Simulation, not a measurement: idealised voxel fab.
Process module name: voxel capacitor over wiring
FYI the section here is cut, 270 nm wide, cells are 5 nm squares.
How to read a cross-section here: the picture is a grid of square cells, written as bands going from the top down, and any band can span one or more rows of cells. Heights first: top, then bottom, in nm. Then materials, left to right, each with a width in nm. "everywhere" on a single material: fills the band edge to edge. "air": empty space. It should be noted that heights are counted from 0, beneath which the wafer as supplied is of one material throughout, and that the lowest band possesses no lower boundary but continues downward, as written in "0 -> down". The notation "30 to 40" denotes a width that varies across the rows of cells in the band, beginning at the first number in the top row, finishing at the second number in the bottom row, and changing by an identical amount from each row to the next. "stayed the same", as given for a step, is the statement that not any cell of the cross-section underwent a change during that step. "Closed-off voids" contains a list of empty spaces, each no smaller than 8 cells and without an open way to the top, written in the form width x height at distance with the distance from the left edge and all three in nm. Step line, after settings: the simulator's comment on this step. The "overlay nm" setting may appear on a step's line; for a step that uses a mask, it gives how far to the right of its planned position the mask lay, and a negative value indicates the left.

### Here's what the planned process steps look like
1. RECEIVE, material Si
2. CONFORMAL_DEP, material SiO2, thk nm 10
3. CONFORMAL_DEP, material SiN, thk nm 5
4. DIRECTIONAL_DEP, material SiO2, thk nm 20
5. DIRECTIONAL_DEP, material aC, thk nm 10
6. PATTERN, tone open, mask id METAL_1, material resist, width nm 15, pitch nm 80, thk nm 25, overlay nm 0
7. DIRECTIONAL_ETCH, etch materials aC, depth nm 10
8. STRIP, etch materials resist
9. DIRECTIONAL_ETCH, etch materials SiO2, depth nm 20
10. DIRECTIONAL_ETCH, etch materials SiN, depth nm 5
11. STRIP, etch materials aC
12. CONFORMAL_DEP, material TiN, thk nm 5
13. FILL_DEP, material Ru, thk nm 5
14. CMP, height nm 35
15. CONFORMAL_DEP, material SiCN, thk nm 5
16. DIRECTIONAL_DEP, material lowk, thk nm 10
17. PATTERN, tone open, mask id PLUG_1, material resist, width nm 15, thk nm 20, overlay nm 0
18. DIRECTIONAL_ETCH, etch materials lowk, depth nm 10
19. DIRECTIONAL_ETCH, etch materials SiCN, depth nm 5
20. STRIP, etch materials resist
21. CONFORMAL_DEP, material TiN, thk nm 5
22. FILL_DEP, material W, thk nm 10
23. CMP, height nm 50
24. DIRECTIONAL_DEP, material TiN, thk nm 5
25. DIRECTIONAL_DEP, material Al2O3, thk nm 5
26. DIRECTIONAL_DEP, material TiN, thk nm 5
27. DIRECTIONAL_DEP, material aC, thk nm 15
28. PATTERN, tone cover, mask id UPPER_PLATE, material resist, width nm 60, thk nm 35, overlay nm 0
29. DIRECTIONAL_ETCH, etch materials aC, depth nm 15
30. STRIP, etch materials resist
31. DIRECTIONAL_ETCH, etch materials TiN, depth nm 5
32. DIRECTIONAL_ETCH, etch materials Al2O3, depth nm 5
33. STRIP, etch materials aC
34. MASKED_ETCH, tone cover, mask id LOWER_PLATE, width nm 70, etch materials TiN, depth nm 5, overlay nm 0
35. FILL_DEP, material SiO2, thk nm 20
36. CMP, height nm 80
37. DIRECTIONAL_DEP, material aC, thk nm 15
38. PATTERN, tone open, mask id PLUG_2, material resist, width nm 15, thk nm 35, overlay nm 0
39. DIRECTIONAL_ETCH, etch materials aC, depth nm 15
40. STRIP, etch materials resist
41. DIRECTIONAL_ETCH, etch materials SiO2, depth nm 15
42. STRIP, etch materials aC
43. CONFORMAL_DEP, material TiN, thk nm 5
44. FILL_DEP, material Ru, thk nm 5
45. CMP, height nm 80
46. CONFORMAL_DEP, material SiN, thk nm 5
For clarity, it should be stated that the wafers under discussion commence in an identical condition and differ with respect to the width nm of step 6, the plan indicating the value that the first wafer had.

### This is how the first of several wafers looked in cross-section when it arrived, which is after step 1
* 0 -> down  Si everywhere
* Closed-off voids: none

### Wafer rows, end of module: cells per material gained (+) or lost (-) since receipt; closed voids last
width nm 15; +12 Al2O3; +10 Ru; +51 SiCN; +102 SiN; +577 SiO2; +62 TiN; +2 W; +102 lowk; Closed-off voids: none
width nm 20; +12 Al2O3; +18 Ru; +51 SiCN; +100 SiN; +569 SiO2; +64 TiN; +2 W; +102 lowk; Closed-off voids: none
width nm 25; +12 Al2O3; +26 Ru; +51 SiCN; +98 SiN; +561 SiO2; +66 TiN; +2 W; +102 lowk; Closed-off voids: none
width nm 30; +12 Al2O3; +34 Ru; +51 SiCN; +96 SiN; +553 SiO2; +68 TiN; +2 W; +102 lowk; Closed-off voids: none
width nm 35; +12 Al2O3; +42 Ru; +51 SiCN; +94 SiN; +545 SiO2; +70 TiN; +2 W; +102 lowk; Closed-off voids: none
width nm 40; +12 Al2O3; +50 Ru; +51 SiCN; +92 SiN; +537 SiO2; +72 TiN; +2 W; +102 lowk; Closed-off voids: none
